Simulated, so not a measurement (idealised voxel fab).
The following process module bears the name voxel released beams.
In the cross-section labelled cut, the width is 255 nm and each square cell is 5 nm.
For the purposes of this document, a cross-section shall be understood as a grid of square cells, specified as bands listed in top-to-bottom order, each band consisting of one or more rows of cells.
Top height, bottom height, nm. Materials left to right, width each, nm. Single material + "all across" = fills band edge to edge. "blank" = empty.
Measure heights from 0. That's the level where, below it, the as-received wafer is all one material. The lowest band is bottomless and extends downward; write it as in "from 0 down".
It should be noted that a width expressed as "30->40" varies in equal increments from row to row of cells within the band, taking the value of the first number at the top row and that of the second number at the bottom row.
"nothing was modified" for a step: no cell of the cross-section changed in that step.
Entry "Trapped cavities" = empty spaces >= 8 cells with no open way to the top; each as width x height at distance, distance from left edge, all nm.
On a step's line, text after the settings is the simulator commenting on that step.
Steps that use a mask can have "overlay nm" on their line. It says how far the mask sat to the right of where it was meant to be. Negative means to the left.

### The planned process steps are enumerated hereunder
- 1: op RECEIVE | material Si
- 2: op CONFORMAL_DEP | material Al2O3 | thk nm 5
- 3: op DIRECTIONAL_DEP | material SiO2 | thk nm 15
- 4: op MASKED_ETCH | tone open | mask id ANCHOR | width nm 35 | etch materials SiO2 | depth nm 15 | overlay nm 0
- 5: op CONFORMAL_DEP | material W | thk nm 10
- 6: op DIRECTIONAL_DEP | material aC | thk nm 10
- 7: op PATTERN | tone cover | mask id BEAM | material resist | width nm 95 | thk nm 30 | overlay nm 0
- 8: op DIRECTIONAL_ETCH | etch materials aC | depth nm 10
- 9: op STRIP | etch materials resist
- 10: op DIRECTIONAL_ETCH | etch materials W | depth nm 10
- 11: op STRIP | etch materials aC
- 12: op STRIP | etch materials SiO2

### As-received wafer cross-section (after step 1)
    from 0 down | Si all across
    Trapped cavities: none

### Looking at the first of two wafers in cross-section at end of module - ran to plan
    from 30 to 20 | 75 of blank, 15 of W, 15 of blank, 65 of W, 85 of blank
    from 20 to 15 | 80 of blank, 10 of W, 15 of blank, 10 of W, 140 of blank
    from 15 to 5 | 80 of blank, 35 of W, 140 of blank
    from 5 to 0 | Al2O3 all across
    from 0 down | Si all across
    Trapped cavities: none

### Wafer two, sectioned after the module: the first wafer's start, the first wafer's plan, and one mistake in how it was run
    from 30 to 20 | 75 of blank, 15 of W, 15 of blank, 65 of W, 85 of blank
    from 20 to 15 | 80 of blank, 10 of W, 15 of blank, 10 of W, 140 of blank
    from 15 to 5 | 80 of blank, 35 of W, 140 of blank
    from 5 to 0 | aC all across
    from 0 down | Si all across
    Trapped cavities: none
What was done differently from what was planned? not per plan at step 2, really ran op CONFORMAL_DEP | material aC | thk nm 5
Count the cells at the end and the second wafer has more or fewer of some materials than the first: Al2O3 -51 | aC +51
